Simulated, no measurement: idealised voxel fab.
This is a process module. Its name is voxel gate over fins.
215 nm wide, 5 nm square cells: that's cross-section cut.
This document writes a cross-section as a grid whose cells are square, and gives it as bands, listed from the top down; one or more rows of cells form a band. Band entry format. Leading values: height of top, height of bottom, nm. Remainder: materials in left-to-right order, each with its width in nm. Special words: "full width" on a single material, which then fills the band edge to edge; "air", empty space. Where do heights start? At 0: under that level the wafer as delivered is made of one material only. And the lowest band has no floor; it just carries on downward, as in "z 0 and below". Width: "30 to 40" (first number = top row, second number = bottom row, same change from row to row of cells). You'll sometimes find "all unchanged" written for a step, and that's the way of saying that nowhere in the cross-section did a cell change during that step. So "Enclosed cavity list" is basically the list of trapped voids: any empty space of 8 cells or more that can't reach the top through an opening. They're written width x height at distance, the distance being from the left edge, and it's all nm. Heads up: the bit after the settings on a step's line is the simulator's remark on that step. overlay nm: step with mask; distance mask lay right of planned place; negative value = left of planned place.
The following list gives the planned process steps
| 1 | RECEIVE, material Si |
| 2 | CONFORMAL_DEP, material SiN, thk nm 10 |
| 3 | DIRECTIONAL_DEP, material aC, thk nm 10 |
| 4 | PATTERN, tone cover, mask id FINS, material resist, width nm 15, pitch nm 35, thk nm 30, overlay nm 0 |
| 5 | DIRECTIONAL_ETCH, etch materials aC, depth nm 10 |
| 6 | STRIP, etch materials resist |
| 7 | DIRECTIONAL_ETCH, etch materials SiN, depth nm 10 |
| 8 | DIRECTIONAL_ETCH, etch materials Si, depth nm 35 |
| 9 | STRIP, etch materials aC |
| 10 | FILL_DEP, material SiO2, thk nm 15 |
| 11 | CMP, height nm 10 |
| 12 | SELECTIVE_ETCH, etch materials SiO2, depth nm 20 |
| 13 | STRIP, etch materials SiN |
| 14 | CONFORMAL_DEP, material HfO2, thk nm 5 |
| 15 | CONFORMAL_DEP, material TiN, thk nm 5 |
| 16 | CONFORMAL_DEP, material TiAl, thk nm 5 |
| 17 | CONFORMAL_DEP, material TiN, thk nm 5 |
| 18 | FILL_DEP, material W, thk nm 10 |
| 19 | CMP, height nm 25 |
| 20 | CONFORMAL_DEP, material SiN, thk nm 10 |
First out of two wafers; run went to plan
Received-state cross-section, reflecting completion of step 1
> z 0 and below: Si full width
> Enclosed cavity list: none
After step 2, in cross-section
> z 10 to 0: SiN full width
> Nothing below the height 0 has changed.
After step 3, in cross-section
> z 20 to 10: aC full width
> Nothing below the height 10 has changed.
After step 4, in cross-section
> z 50 to 20: air (80); resist (15); air (20); resist (15); air (85)
> Nothing below the height 20 has changed.
After step 5, in cross-section
> z 40 to 20: air (80); resist (15); air (20); resist (15); air (85)
> z 20 to 10: air (80); aC (15); air (20); aC (15); air (85)
> Nothing below the height 10 has changed.
After step 6, in cross-section
> z 20 to 10: air (80); aC (15); air (20); aC (15); air (85)
> Nothing below the height 10 has changed.
After step 7, in cross-section
> z 20 to 10: air (80); aC (15); air (20); aC (15); air (85)
> z 10 to 0: air (80); SiN (15); air (20); SiN (15); air (85)
> Nothing below the height 0 has changed.
After step 8, in cross-section
> z 20 to 10: air (80); aC (15); air (20); aC (15); air (85)
> z 10 to 0: air (80); SiN (15); air (20); SiN (15); air (85)
> z 0 to -35: air (80); Si (15); air (20); Si (15); air (85)
> Nothing below the height -35 has changed.
After step 9, in cross-section
> z 10 to 0: air (80); SiN (15); air (20); SiN (15); air (85)
> Nothing below the height 0 has changed.
After step 10, in cross-section
> z 25 to 10: SiO2 full width
> z 10 to 0: SiO2 (80); SiN (15); SiO2 (20); SiN (15); SiO2 (85)
> z 0 to -35: SiO2 (80); Si (15); SiO2 (20); Si (15); SiO2 (85)
> Nothing below the height -35 has changed.
After step 11, in cross-section
> z 10 to 0: SiO2 (80); SiN (15); SiO2 (20); SiN (15); SiO2 (85)
> Nothing below the height 0 has changed.
After step 12, in cross-section
> z 10 to 0: air (80); SiN (15); air (20); SiN (15); air (85)
> z 0 to -10: air (80); Si (15); air (20); Si (15); air (85)
> Nothing below the height -10 has changed.
After step 13, in cross-section
> z 0 to -10: air (80); Si (15); air (20); Si (15); air (85)
> Nothing below the height -10 has changed.
After step 14, in cross-section
> z 5 to 0: air (75); HfO2 (25); air (10); HfO2 (25); air (80)
> z 0 to -5: air (75); HfO2 (5); Si (15); HfO2 (5); air (10); HfO2 (5); Si (15); HfO2 (5); air (80)
> z -5 to -10: HfO2 (80); Si (15); HfO2 (20); Si (15); HfO2 (85)
> Nothing below the height -10 has changed.
After step 15, in cross-section
> z 10 to 5: air (70); TiN (70); air (75)
> z 5 to 0: air (70); TiN (5); HfO2 (25); TiN (10); HfO2 (25); TiN (5); air (75)
> z 0 to -5: TiN (75); HfO2 (5); Si (15); HfO2 (5); TiN (10); HfO2 (5); Si (15); HfO2 (5); TiN (80)
> Nothing below the height -5 has changed.
After step 16, in cross-section
> z 15 to 10: air (65); TiAl (80); air (70)
> z 10 to 5: air (65); TiAl (5); TiN (70); TiAl (5); air (70)
> z 5 to 0: TiAl (70); TiN (5); HfO2 (25); TiN (10); HfO2 (25); TiN (5); TiAl (75)
> Nothing below the height 0 has changed.
After step 17, in cross-section
> z 20 to 15: air (60); TiN (90); air (65)
> z 15 to 10: air (60); TiN (5); TiAl (80); TiN (5); air (65)
> z 10 to 5: TiN (65); TiAl (5); TiN (70); TiAl (5); TiN (70)
> Nothing below the height 5 has changed.
After step 18, in cross-section
> z 30 to 20: W full width
> z 20 to 15: W (60); TiN (90); W (65)
> z 15 to 10: W (60); TiN (5); TiAl (80); TiN (5); W (65)
> Nothing below the height 10 has changed.
After step 19, in cross-section
> z 25 to 20: W full width
> Nothing below the height 20 has changed.
After step 20, in cross-section
> z 35 to 25: SiN full width
> Nothing below the height 25 has changed.
Notes, second wafer: start = first wafer's, plan = first wafer's, execution had one mistake; history identical to first through step 3
Second wafer, section view, time point: scheduled end of step 4
> z 50 to 20: resist (80); air (15); resist (20); air (15); resist (85)
> Nothing below the height 20 has changed.
Second wafer, section view, time point: scheduled end of step 5
> z 40 to 20: resist (80); air (15); resist (20); air (15); resist (85)
> z 20 to 10: aC (80); air (15); aC (20); air (15); aC (85)
> Nothing below the height 10 has changed.
Second wafer, section view, time point: scheduled end of step 6
> z 20 to 10: aC (80); air (15); aC (20); air (15); aC (85)
> Nothing below the height 10 has changed.
Second wafer, section view, time point: scheduled end of step 7
> z 20 to 10: aC (80); air (15); aC (20); air (15); aC (85)
> z 10 to 0: SiN (80); air (15); SiN (20); air (15); SiN (85)
> Nothing below the height 0 has changed.
Second wafer, section view, time point: scheduled end of step 8
> z 20 to 10: aC (80); air (15); aC (20); air (15); aC (85)
> z 10 to 0: SiN (80); air (15); SiN (20); air (15); SiN (85)
> z 0 to -35: Si (80); air (15); Si (20); air (15); Si (85)
> Nothing below the height -35 has changed.
Second wafer, section view, time point: scheduled end of step 9
> z 10 to 0: SiN (80); air (15); SiN (20); air (15); SiN (85)
> Nothing below the height 0 has changed.
Second wafer, section view, time point: scheduled end of step 10
> z 25 to 10: SiO2 full width
> z 10 to 0: SiN (80); SiO2 (15); SiN (20); SiO2 (15); SiN (85)
> z 0 to -35: Si (80); SiO2 (15); Si (20); SiO2 (15); Si (85)
> Nothing below the height -35 has changed.
Second wafer, section view, time point: scheduled end of step 11
> z 10 to 0: SiN (80); SiO2 (15); SiN (20); SiO2 (15); SiN (85)
> Nothing below the height 0 has changed.
Second wafer, section view, time point: scheduled end of step 12
> z 10 to 0: SiN (80); air (15); SiN (20); air (15); SiN (85)
> z 0 to -10: Si (80); air (15); Si (20); air (15); Si (85)
> Nothing below the height -10 has changed.
Second wafer, section view, time point: scheduled end of step 13
> z 0 to -10: Si (80); air (15); Si (20); air (15); Si (85)
> Nothing below the height -10 has changed.
Second wafer, section view, time point: scheduled end of step 14
> z 5 to 0: HfO2 (85); air (5); HfO2 (30); air (5); HfO2 (90)
> z 0 to -5: Si (80); HfO2 (5); air (5); HfO2 (5); Si (20); HfO2 (5); air (5); HfO2 (5); Si (85)
> z -5 to -10: Si (80); HfO2 (15); Si (20); HfO2 (15); Si (85)
> Nothing below the height -10 has changed.
Second wafer, section view, time point: scheduled end of step 15
> z 10 to 5: TiN full width
> z 5 to 0: HfO2 (85); TiN (5); HfO2 (30); TiN (5); HfO2 (90)
> z 0 to -5: Si (80); HfO2 (5); TiN (5); HfO2 (5); Si (20); HfO2 (5); TiN (5); HfO2 (5); Si (85)
> Nothing below the height -5 has changed.
Second wafer, section view, time point: scheduled end of step 16
> z 15 to 10: TiAl full width
> Nothing below the height 10 has changed.
Second wafer, section view, time point: scheduled end of step 17
> z 20 to 15: TiN full width
> Nothing below the height 15 has changed.
Second wafer, section view, time point: scheduled end of step 18
> z 30 to 20: W full width
> Nothing below the height 20 has changed.
Second wafer, section view, time point: scheduled end of step 19
> z 25 to 20: W full width
> Nothing below the height 20 has changed.
Second wafer, section view, time point: scheduled end of step 20
> z 35 to 25: SiN full width
> Nothing below the height 25 has changed.
The plan and the run diverged here: the process deviated at step 4: the operation and settings actually run there were PATTERN, tone open, mask id FINS, material resist, width nm 15, pitch nm 35, thk nm 30, overlay nm 0
At the finish, the second wafer shows more or fewer cells for some materials than the first does: Si: 217 more | SiO2: 155 fewer | TiAl: 4 fewer | TiN: 8 fewer | W: 50 fewer
